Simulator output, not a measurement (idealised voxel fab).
Herein follows the process module entitled voxel lift off.
Cross-sectional view cut (width: 230 nm; square cell size: 5 nm).
Cross-sections here: square-cell grids, written as top-down lists of bands, a band being one or more rows of cells. It is stipulated that each band's entry specify, in nanometres, the height of the top of the band and then that of its bottom, followed by the materials of the band in left-to-right sequence, each together with its width in nanometres. A single material marked by the word "everywhere" is understood to fill the band from edge to edge; the word "air" is understood to denote empty space. Height reference: 0 = level under which incoming wafer is all one material. Lowest band: no bottom, runs on downward, e.g. "top 0, no bottom". A width given as "30->40" starts at the first number in the band's top row and ends at the second number in its bottom row, shifting by an equal amount at every step from row to row. The cross-section has no changed cell in any step marked "nothing got changed". Each empty space that has no open way to the top and spans at least 8 cells appears under "Non-vented voids" as width x height at distance, the distance counted from the left edge, all in nm. Read whatever lies past the settings on a step's line as the simulator's own remark about the step. "overlay nm" denotes, for a step that has a mask, the displacement of the mask to the right of its planned place, with negative values corresponding to the left.
**This section lists the process steps that were planned**
1) RECEIVE with material Si
2) CONFORMAL_DEP with material SiN, thk nm 5
3) PATTERN with tone open, mask id LINES, material resist, width nm 30, pitch nm 55, thk nm 15, overlay nm 0
4) DIRECTIONAL_DEP with material Ru, thk nm 5
5) STRIP with etch materials resist
6) CONFORMAL_DEP with material SiO2, thk nm 10
**Received-state cross-section, reflecting completion of step 1**
	top 0, no bottom = Si everywhere
	Non-vented voids: none
**Cross-sectional result after module completion. Note: starting condition and plan are unchanged from above; one processing mistake was made**
	top 20, bottom 15 = 35 of air, then 165 of SiO2, then 30 of air
	top 15, bottom 10 = SiO2 everywhere
	top 10, bottom 5 = 45 of SiO2, then 35 of Ru, then 20 of SiO2, then 35 of Ru, then 20 of SiO2, then 35 of Ru, then 40 of SiO2
	top 5, bottom 0 = SiN everywhere
	top 0, no bottom = Si everywhere
	Non-vented voids: none
Heads up, the wafer didn't run the way we planned it: step 3 did not happen as planned, as run it was PATTERN with tone open, mask id LINES, material resist, width nm 35, pitch nm 55, thk nm 15, overlay nm 0
